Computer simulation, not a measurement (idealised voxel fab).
The process module presented herein is designated voxel self aligned vias.
The width of the displayed cross-section, cut, is 210 nm; its cells are square, with a size of 5 nm.
The cross-sections in this document take the form of a grid made of square cells. They are written out as bands, in order from top to bottom. Each band consists of one or more rows of cells.
The entry gives the band's vertical extent as a top height and a bottom height in nm, then its horizontal make-up as materials from left to right, each with a width in nm. "empty" stands for empty space; a single material marked "all across" fills the band edge to edge.
Note: height 0 marks the level under which the wafer is uniformly one material as received. Lowest band unbounded below, written "top 0, no bottom".
Width spec "30..40" -> top row of cells at first value, bottom row at second value, equal per-row change in between.
Any step labelled "nothing got changed" changed none of the cells in the cross-section.
The label "Trapped voids" introduces a list of the empty spaces, 8 cells or larger, that have no open way up to the top; each entry in it reads width x height at distance, where the distance is taken from the left edge and all three are stated in nm.
That trailing text on a step's line, after the settings, is the simulator's own remark on the step.
You can add "overlay nm" to a step's line. For a step with a mask, it describes how far the mask lay to the right of its planned position, and a negative number describes a lay to the left.
List of planned process steps:
1,op RECEIVE | material Si
2,op CONFORMAL_DEP | material SiO2 | thk nm 15
3,op CONFORMAL_DEP | material SiCN | thk nm 5
4,op DIRECTIONAL_DEP | material lowk | thk nm 25
5,op DIRECTIONAL_DEP | material aC | thk nm 15
6,op PATTERN | tone open | mask id LINES | material resist | width nm 20 | pitch nm 50 | thk nm 35 | overlay nm 0
7,op DIRECTIONAL_ETCH | etch materials aC | depth nm 15
8,op STRIP | etch materials resist
9,op DIRECTIONAL_ETCH | etch materials lowk | depth nm 25
10,op STRIP | etch materials aC
11,op CONFORMAL_DEP | material TiN | thk nm 5
12,op FILL_DEP | material W | thk nm 5
13,op CMP | height nm 45
14,op SELECTIVE_ETCH | etch materials W Ru TiN | depth nm 5
15,op FILL_DEP | material SiN | thk nm 10
16,op CMP | height nm 45
17,op DIRECTIONAL_DEP | material lowk | thk nm 20
18,op PATTERN | tone open | mask id VIAS | material resist | width nm 30 | thk nm 15 | overlay nm 0
19,op DIRECTIONAL_ETCH | etch materials lowk | depth nm 20
20,op DIRECTIONAL_ETCH | etch materials SiN | depth nm 5
21,op STRIP | etch materials resist
22,op CONFORMAL_DEP | material TiN | thk nm 5
23,op FILL_DEP | material Ru | thk nm 10
24,op CMP | height nm 65
25,op CONFORMAL_DEP | material SiCN | thk nm 5
Cross-sectional view of the wafer in its as-received condition, corresponding to the state after step 1:
	top 0, no bottom  Si all across
	Trapped voids: none
First of two wafers: cross-section at end of module, run per plan:
	top 70, bottom 65  SiCN all across
	top 65, bottom 50  65 lowk / 5 TiN / 20 Ru / 5 TiN / 115 lowk
	top 50, bottom 45  65 lowk / 10 TiN / 10 Ru / 10 TiN / 115 lowk
	top 45, bottom 40  70 lowk / 20 TiN / 30 lowk / 20 SiN / 70 lowk
	top 40, bottom 25  70 lowk / 5 TiN / 10 W / 5 TiN / 30 lowk / 5 TiN / 10 W / 5 TiN / 70 lowk
	top 25, bottom 20  70 lowk / 20 TiN / 30 lowk / 20 TiN / 70 lowk
	top 20, bottom 15  SiCN all across
	top 15, bottom 0  SiO2 all across
	top 0, no bottom  Si all across
	Trapped voids: none
Here's the second of our two wafers sectioned at module end. Same start as the first, same plan, but one mistake got made running it:
	top 70, bottom 65  SiCN all across
	top 65, bottom 50  65 lowk / 5 TiN / 20 Ru / 5 TiN / 115 lowk
	top 50, bottom 45  65 lowk / 10 TiN / 15 Ru / 5 TiN / 115 lowk
	top 45, bottom 40  70 lowk / 25 TiN / 25 lowk / 25 SiN / 65 lowk
	top 40, bottom 25  70 lowk / 5 TiN / 15 W / 5 TiN / 25 lowk / 5 TiN / 15 W / 5 TiN / 65 lowk
	top 25, bottom 20  70 lowk / 25 TiN / 25 lowk / 25 TiN / 65 lowk
	top 20, bottom 15  SiCN all across
	top 15, bottom 0  SiO2 all across
	top 0, no bottom  Si all across
	Trapped voids: none
What went wrong in running the wafer? step 6 was processed under conditions differing from the plan, specifically as op PATTERN | tone open | mask id LINES | material resist | width nm 25 | pitch nm 50 | thk nm 35 | overlay nm 0
Upon completion, the second wafer contains, in terms of cells, a greater or smaller amount of certain materials than the first wafer: +1 Ru, +1 SiN, +2 TiN, +6 W, -10 lowk
